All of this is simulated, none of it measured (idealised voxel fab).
This section sets out a process module, namely voxel quadruple lines.
We display cut, a cross-section 280 nm in width whose square cells are each 5 nm.
In what follows, cross-sections appear as grids of square cells, described through bands that run from the top down, where every band is one or more rows of cells.
Read a band's entry like this: the first values are the height of its top and the height of its bottom in nm, and what follows is the sequence of materials from left to right, each with its width in nm. Note that "empty" is empty space, and that a single material marked "throughout" reaches across the band from edge to edge.
All heights in this document are referenced to 0, defined as the level beneath which the wafer, as received, consists entirely of one material. The lowest band is not bounded below; it extends indefinitely downward and is written in the form "top 0, no bottom".
It should be noted that a width expressed as "30->40" varies in equal increments from row to row of cells within the band, taking the value of the first number at the top row and that of the second number at the bottom row.
Take "no modifications" at face value: in the step it is given for, the cross-section changed in none of its cells.
Heads up: "Voids lacking openings" only lists the empty pockets with no open path to the top that are 8 cells or more, and it writes them as width x height at distance, distance from the left edge, in nm.
Text after the settings on a step's line: the simulator's own remark on that step.
overlay nm: where the mask lay relative to plan, measured to the right, on steps with a mask; negatives go left.

Set out below are the planned steps of the process:
- 1: RECEIVE: material Si
- 2: CONFORMAL_DEP: material SiO2, thk nm 5
- 3: DIRECTIONAL_DEP: material W, thk nm 15
- 4: DIRECTIONAL_DEP: material polySi, thk nm 20
- 5: DIRECTIONAL_DEP: material aC, thk nm 20
- 6: PATTERN: tone cover, mask id MANDREL, material resist, width nm 25, thk nm 30, overlay nm 0
- 7: DIRECTIONAL_ETCH: etch materials aC, depth nm 20
- 8: STRIP: etch materials resist
- 9: CONFORMAL_DEP: material SiO2, thk nm 15
- 10: DIRECTIONAL_ETCH: etch materials SiO2, depth nm 15
- 11: STRIP: etch materials aC
- 12: DIRECTIONAL_ETCH: etch materials polySi, depth nm 20
- 13: STRIP: etch materials SiO2
- 14: CONFORMAL_DEP: material SiCN, thk nm 5
- 15: DIRECTIONAL_ETCH: etch materials SiCN, depth nm 5
- 16: STRIP: etch materials polySi
- 17: DIRECTIONAL_ETCH: etch materials W, depth nm 15
- 18: STRIP: etch materials SiCN

Wafer cross-section on receipt, i.e. after step 1:
    top 0, no bottom  Si throughout
    Voids lacking openings: none

Sectioned view, first of two wafers, at the close of the module, processed as intended in the plan:
    top 20, bottom 5  empty 105 nm, W 5 nm, empty 15 nm, W 5 nm, empty 15 nm, W 5 nm, empty 15 nm, W 5 nm, empty 110 nm
    top 5, bottom 0  SiO2 throughout
    top 0, no bottom  Si throughout
    Voids lacking openings: none

Now the second wafer, cross-sectioned at the end of the module. Nothing different at the start, nothing different in the plan compared with the first, just one mistake when it was actually run:
    top 60, bottom 55  empty 110 nm, W 15 nm, aC 25 nm, W 15 nm, empty 115 nm
    top 55, bottom 40  empty 105 nm, W 20 nm, aC 25 nm, W 20 nm, empty 110 nm
    top 40, bottom 20  polySi throughout
    top 20, bottom 5  W throughout
    top 5, bottom 0  SiO2 throughout
    top 0, no bottom  Si throughout
    Voids lacking openings: none
Diagnosis: step 9 was processed under conditions differing from the plan, specifically as CONFORMAL_DEP: material W, thk nm 15
End of process, cell counts, second wafer against first, materials with more or fewer: W +186; aC +20; polySi +224
